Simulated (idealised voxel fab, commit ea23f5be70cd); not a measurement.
This is a process module. Its name is voxel self aligned vias.
Square cells of 5 nm make up the cross-section cut, whose width is 300 nm.
Just so we're on the same page, the cross-sections are grids of square cells, and they're listed out in bands top to bottom, each band one or more rows deep. Within each band entry, the heights of the top and of the bottom of the band appear first, in that order and in nm; the materials of the band then follow from left to right, each with its corresponding width in nm. The designation "everywhere" on a single material indicates that it fills the band from edge to edge; the designation "air" indicates empty space. The level at which height equals 0 is the one under which the wafer, as it arrives, is entirely one material. No lower edge exists for the bottom band, which continues downward and is notated as in "0 -> down". When a width is written as two numbers, as in "30 to 40", the first number is the width in the top row of cells of the band and the second is the width in its bottom row, and the width changes by the same amount from each row to the next. When a step is marked "no alterations made", none of the cells in the cross-section changed during that step. "Sealed internal voids": sealed empty spaces, 8 cells or more, no open way to top, listed width x height at distance, with distance from the left edge and width, height and distance in nm. It should be noted that, on the line of a given step, the content following the step's settings is a remark produced by the simulator itself with respect to that step. overlay nm: right-of-plan distance of the mask on a masked step; negative values mean left-of-plan.
**List of planned process steps**
1. RECEIVE with material Si
2. CONFORMAL_DEP with material SiO2, thk nm 10
3. CONFORMAL_DEP with material SiCN, thk nm 5
4. DIRECTIONAL_DEP with material lowk, thk nm 20
5. DIRECTIONAL_DEP with material aC, thk nm 15
6. PATTERN with tone open, mask id LINES, material resist, width nm 25, pitch nm 50, thk nm 35, overlay nm 0
7. DIRECTIONAL_ETCH with etch materials aC, depth nm 15
8. STRIP with etch materials resist
9. DIRECTIONAL_ETCH with etch materials lowk, depth nm 20
10. STRIP with etch materials aC
11. CONFORMAL_DEP with material TiN, thk nm 5
12. FILL_DEP with material W, thk nm 5
13. CMP with height nm 35
14. SELECTIVE_ETCH with etch materials W Ru TiN, depth nm 5
15. FILL_DEP with material SiN, thk nm 5
16. CMP with height nm 35
17. DIRECTIONAL_DEP with material lowk, thk nm 15
18. DIRECTIONAL_DEP with material aC, thk nm 10
19. PATTERN with tone open, mask id VIAS, material resist, width nm 35, thk nm 30, overlay nm 0
20. DIRECTIONAL_ETCH with etch materials aC, depth nm 10
21. STRIP with etch materials resist
22. DIRECTIONAL_ETCH with etch materials lowk, depth nm 15
23. DIRECTIONAL_ETCH with etch materials SiN, depth nm 5
24. STRIP with etch materials aC
25. CONFORMAL_DEP with material TiN, thk nm 5
26. FILL_DEP with material Cu, thk nm 5
27. CMP with height nm 50
28. CONFORMAL_DEP with material SiN, thk nm 5
**The first wafer of two, processed as planned**
**Cross-section, incoming material, after step 1**
  0 -> down: Si everywhere
  Sealed internal voids: none
**So this is the wafer cross-section right after step 2**
  10 -> 0: SiO2 everywhere
  Lower than 0, everything is as it was.
**So this is the wafer cross-section right after step 3**
  15 -> 10: SiCN everywhere
  Lower than 10, everything is as it was.
**So this is the wafer cross-section right after step 4**
  35 -> 15: lowk everywhere
  Lower than 15, everything is as it was.
**So this is the wafer cross-section right after step 5**
  50 -> 35: aC everywhere
  Lower than 35, everything is as it was.
**So this is the wafer cross-section right after step 6**
  85 -> 50: 110 nm resist, then 25 nm air, then 25 nm resist, then 25 nm air, then 115 nm resist
  Lower than 50, everything is as it was.
**So this is the wafer cross-section right after step 7**
  70 -> 50: 110 nm resist, then 25 nm air, then 25 nm resist, then 25 nm air, then 115 nm resist
  50 -> 35: 110 nm aC, then 25 nm air, then 25 nm aC, then 25 nm air, then 115 nm aC
  Lower than 35, everything is as it was.
**So this is the wafer cross-section right after step 8**
  50 -> 35: 110 nm aC, then 25 nm air, then 25 nm aC, then 25 nm air, then 115 nm aC
  Lower than 35, everything is as it was.
**So this is the wafer cross-section right after step 9**
  50 -> 35: 110 nm aC, then 25 nm air, then 25 nm aC, then 25 nm air, then 115 nm aC
  35 -> 15: 110 nm lowk, then 25 nm air, then 25 nm lowk, then 25 nm air, then 115 nm lowk
  Lower than 15, everything is as it was.
**So this is the wafer cross-section right after step 10**
  35 -> 15: 110 nm lowk, then 25 nm air, then 25 nm lowk, then 25 nm air, then 115 nm lowk
  Lower than 15, everything is as it was.
**So this is the wafer cross-section right after step 11**
  40 -> 35: 115 nm TiN, then 15 nm air, then 35 nm TiN, then 15 nm air, then 120 nm TiN
  35 -> 20: 110 nm lowk, then 5 nm TiN, then 15 nm air, then 5 nm TiN, then 25 nm lowk, then 5 nm TiN, then 15 nm air, then 5 nm TiN, then 115 nm lowk
  20 -> 15: 110 nm lowk, then 25 nm TiN, then 25 nm lowk, then 25 nm TiN, then 115 nm lowk
  Lower than 15, everything is as it was.
**So this is the wafer cross-section right after step 12**
  45 -> 40: W everywhere
  40 -> 35: 115 nm TiN, then 15 nm W, then 35 nm TiN, then 15 nm W, then 120 nm TiN
  35 -> 20: 110 nm lowk, then 5 nm TiN, then 15 nm W, then 5 nm TiN, then 25 nm lowk, then 5 nm TiN, then 15 nm W, then 5 nm TiN, then 115 nm lowk
  Lower than 20, everything is as it was.
**So this is the wafer cross-section right after step 13**
  35 -> 20: 110 nm lowk, then 5 nm TiN, then 15 nm W, then 5 nm TiN, then 25 nm lowk, then 5 nm TiN, then 15 nm W, then 5 nm TiN, then 115 nm lowk
  Lower than 20, everything is as it was.
**So this is the wafer cross-section right after step 14**
  35 -> 30: 110 nm lowk, then 25 nm air, then 25 nm lowk, then 25 nm air, then 115 nm lowk
  Lower than 30, everything is as it was.
**So this is the wafer cross-section right after step 15**
  40 -> 35: SiN everywhere
  35 -> 30: 110 nm lowk, then 25 nm SiN, then 25 nm lowk, then 25 nm SiN, then 115 nm lowk
  Lower than 30, everything is as it was.
**So this is the wafer cross-section right after step 16**
  35 -> 30: 110 nm lowk, then 25 nm SiN, then 25 nm lowk, then 25 nm SiN, then 115 nm lowk
  Lower than 30, everything is as it was.
**So this is the wafer cross-section right after step 17**
  50 -> 35: lowk everywhere
  Lower than 35, everything is as it was.
**So this is the wafer cross-section right after step 18**
  60 -> 50: aC everywhere
  Lower than 50, everything is as it was.
**So this is the wafer cross-section right after step 19**
  90 -> 60: 105 nm resist, then 35 nm air, then 160 nm resist
  Lower than 60, everything is as it was.
**So this is the wafer cross-section right after step 20**
  80 -> 60: 105 nm resist, then 35 nm air, then 160 nm resist
  60 -> 50: 105 nm aC, then 35 nm air, then 160 nm aC
  Lower than 50, everything is as it was.
**So this is the wafer cross-section right after step 21**
  60 -> 50: 105 nm aC, then 35 nm air, then 160 nm aC
  Lower than 50, everything is as it was.
**So this is the wafer cross-section right after step 22**
  60 -> 50: 105 nm aC, then 35 nm air, then 160 nm aC
  50 -> 35: 105 nm lowk, then 35 nm air, then 160 nm lowk
  Lower than 35, everything is as it was.
**So this is the wafer cross-section right after step 23**
  60 -> 50: 105 nm aC, then 35 nm air, then 160 nm aC
  50 -> 35: 105 nm lowk, then 35 nm air, then 160 nm lowk
  35 -> 30: 110 nm lowk, then 25 nm air, then 25 nm lowk, then 25 nm SiN, then 115 nm lowk
  Lower than 30, everything is as it was.
**So this is the wafer cross-section right after step 24**
  50 -> 35: 105 nm lowk, then 35 nm air, then 160 nm lowk
  Lower than 35, everything is as it was.
**So this is the wafer cross-section right after step 25**
  55 -> 50: 110 nm TiN, then 25 nm air, then 165 nm TiN
  50 -> 40: 105 nm lowk, then 5 nm TiN, then 25 nm air, then 5 nm TiN, then 160 nm lowk
  40 -> 35: 105 nm lowk, then 10 nm TiN, then 15 nm air, then 10 nm TiN, then 160 nm lowk
  35 -> 30: 110 nm lowk, then 25 nm TiN, then 25 nm lowk, then 25 nm SiN, then 115 nm lowk
  Lower than 30, everything is as it was.
**So this is the wafer cross-section right after step 26**
  60 -> 55: Cu everywhere
  55 -> 50: 110 nm TiN, then 25 nm Cu, then 165 nm TiN
  50 -> 40: 105 nm lowk, then 5 nm TiN, then 25 nm Cu, then 5 nm TiN, then 160 nm lowk
  40 -> 35: 105 nm lowk, then 10 nm TiN, then 15 nm Cu, then 10 nm TiN, then 160 nm lowk
  Lower than 35, everything is as it was.
**So this is the wafer cross-section right after step 27**
  50 -> 40: 105 nm lowk, then 5 nm TiN, then 25 nm Cu, then 5 nm TiN, then 160 nm lowk
  Lower than 40, everything is as it was.
**So this is the wafer cross-section right after step 28**
  55 -> 50: SiN everywhere
  Lower than 50, everything is as it was.
**Regarding the second of the two wafers: it shared the first wafer's starting condition and process plan, yet one error occurred during its execution. Its history coincides with that of the first wafer up to and including step 5**
**The second wafer in cross-section, at the planned close of step 6**
  85 -> 50: 110 nm air, then 25 nm resist, then 25 nm air, then 25 nm resist, then 115 nm air
  Lower than 50, everything is as it was.
**The second wafer in cross-section, at the planned close of step 7**
  70 -> 50: 110 nm air, then 25 nm resist, then 25 nm air, then 25 nm resist, then 115 nm air
  50 -> 35: 110 nm air, then 25 nm aC, then 25 nm air, then 25 nm aC, then 115 nm air
  Lower than 35, everything is as it was.
**The second wafer in cross-section, at the planned close of step 8**
  50 -> 35: 110 nm air, then 25 nm aC, then 25 nm air, then 25 nm aC, then 115 nm air
  Lower than 35, everything is as it was.
**The second wafer in cross-section, at the planned close of step 9**
  50 -> 35: 110 nm air, then 25 nm aC, then 25 nm air, then 25 nm aC, then 115 nm air
  35 -> 15: 110 nm air, then 25 nm lowk, then 25 nm air, then 25 nm lowk, then 115 nm air
  Lower than 15, everything is as it was.
**The second wafer in cross-section, at the planned close of step 10**
  35 -> 15: 110 nm air, then 25 nm lowk, then 25 nm air, then 25 nm lowk, then 115 nm air
  Lower than 15, everything is as it was.
**The second wafer in cross-section, at the planned close of step 11**
  40 -> 35: 105 nm air, then 35 nm TiN, then 15 nm air, then 35 nm TiN, then 110 nm air
  35 -> 20: 105 nm air, then 5 nm TiN, then 25 nm lowk, then 5 nm TiN, then 15 nm air, then 5 nm TiN, then 25 nm lowk, then 5 nm TiN, then 110 nm air
  20 -> 15: 110 nm TiN, then 25 nm lowk, then 25 nm TiN, then 25 nm lowk, then 115 nm TiN
  Lower than 15, everything is as it was.
**The second wafer in cross-section, at the planned close of step 12**
  45 -> 40: W everywhere
  40 -> 35: 105 nm W, then 35 nm TiN, then 15 nm W, then 35 nm TiN, then 110 nm W
  35 -> 20: 105 nm W, then 5 nm TiN, then 25 nm lowk, then 5 nm TiN, then 15 nm W, then 5 nm TiN, then 25 nm lowk, then 5 nm TiN, then 110 nm W
  Lower than 20, everything is as it was.
**The second wafer in cross-section, at the planned close of step 13**
  35 -> 20: 105 nm W, then 5 nm TiN, then 25 nm lowk, then 5 nm TiN, then 15 nm W, then 5 nm TiN, then 25 nm lowk, then 5 nm TiN, then 110 nm W
  Lower than 20, everything is as it was.
**The second wafer in cross-section, at the planned close of step 14**
  35 -> 30: 110 nm air, then 25 nm lowk, then 25 nm air, then 25 nm lowk, then 115 nm air
  Lower than 30, everything is as it was.
**The second wafer in cross-section, at the planned close of step 15**
  40 -> 35: SiN everywhere
  35 -> 30: 110 nm SiN, then 25 nm lowk, then 25 nm SiN, then 25 nm lowk, then 115 nm SiN
  Lower than 30, everything is as it was.
**The second wafer in cross-section, at the planned close of step 16**
  35 -> 30: 110 nm SiN, then 25 nm lowk, then 25 nm SiN, then 25 nm lowk, then 115 nm SiN
  Lower than 30, everything is as it was.
**The second wafer in cross-section, at the planned close of step 17**
  50 -> 35: lowk everywhere
  Lower than 35, everything is as it was.
**The second wafer in cross-section, at the planned close of step 18**
  60 -> 50: aC everywhere
  Lower than 50, everything is as it was.
**The second wafer in cross-section, at the planned close of step 19**
  90 -> 60: 105 nm resist, then 35 nm air, then 160 nm resist
  Lower than 60, everything is as it was.
**The second wafer in cross-section, at the planned close of step 20**
  80 -> 60: 105 nm resist, then 35 nm air, then 160 nm resist
  60 -> 50: 105 nm aC, then 35 nm air, then 160 nm aC
  Lower than 50, everything is as it was.
**The second wafer in cross-section, at the planned close of step 21**
  60 -> 50: 105 nm aC, then 35 nm air, then 160 nm aC
  Lower than 50, everything is as it was.
**The second wafer in cross-section, at the planned close of step 22**
  60 -> 50: 105 nm aC, then 35 nm air, then 160 nm aC
  50 -> 35: 105 nm lowk, then 35 nm air, then 160 nm lowk
  Lower than 35, everything is as it was.
**The second wafer in cross-section, at the planned close of step 23**
  60 -> 50: 105 nm aC, then 35 nm air, then 160 nm aC
  50 -> 35: 105 nm lowk, then 35 nm air, then 160 nm lowk
  35 -> 30: 105 nm SiN, then 5 nm air, then 25 nm lowk, then 5 nm air, then 20 nm SiN, then 25 nm lowk, then 115 nm SiN
  Lower than 30, everything is as it was.
**The second wafer in cross-section, at the planned close of step 24**
  50 -> 35: 105 nm lowk, then 35 nm air, then 160 nm lowk
  Lower than 35, everything is as it was.
**The second wafer in cross-section, at the planned close of step 25**
  55 -> 50: 110 nm TiN, then 25 nm air, then 165 nm TiN
  50 -> 40: 105 nm lowk, then 5 nm TiN, then 25 nm air, then 5 nm TiN, then 160 nm lowk
  40 -> 35: 105 nm lowk, then 35 nm TiN, then 160 nm lowk
  35 -> 30: 105 nm SiN, then 5 nm TiN, then 25 nm lowk, then 5 nm TiN, then 20 nm SiN, then 25 nm lowk, then 115 nm SiN
  Lower than 30, everything is as it was.
**The second wafer in cross-section, at the planned close of step 26**
  60 -> 55: Cu everywhere
  55 -> 50: 110 nm TiN, then 25 nm Cu, then 165 nm TiN
  50 -> 40: 105 nm lowk, then 5 nm TiN, then 25 nm Cu, then 5 nm TiN, then 160 nm lowk
  Lower than 40, everything is as it was.
**The second wafer in cross-section, at the planned close of step 27**
  50 -> 40: 105 nm lowk, then 5 nm TiN, then 25 nm Cu, then 5 nm TiN, then 160 nm lowk
  Lower than 40, everything is as it was.
**The second wafer in cross-section, at the planned close of step 28**
  55 -> 50: SiN everywhere
  Lower than 50, everything is as it was.
Deviation noted in wafer processing: step 6 did not happen as planned, as run it was PATTERN with tone cover, mask id LINES, material resist, width nm 25, pitch nm 50, thk nm 35, overlay nm 0
Wafer comparison, final, in cells, second relative to first, materials more or fewer: Cu -3, SiN +43, TiN +40, W +80, lowk -160
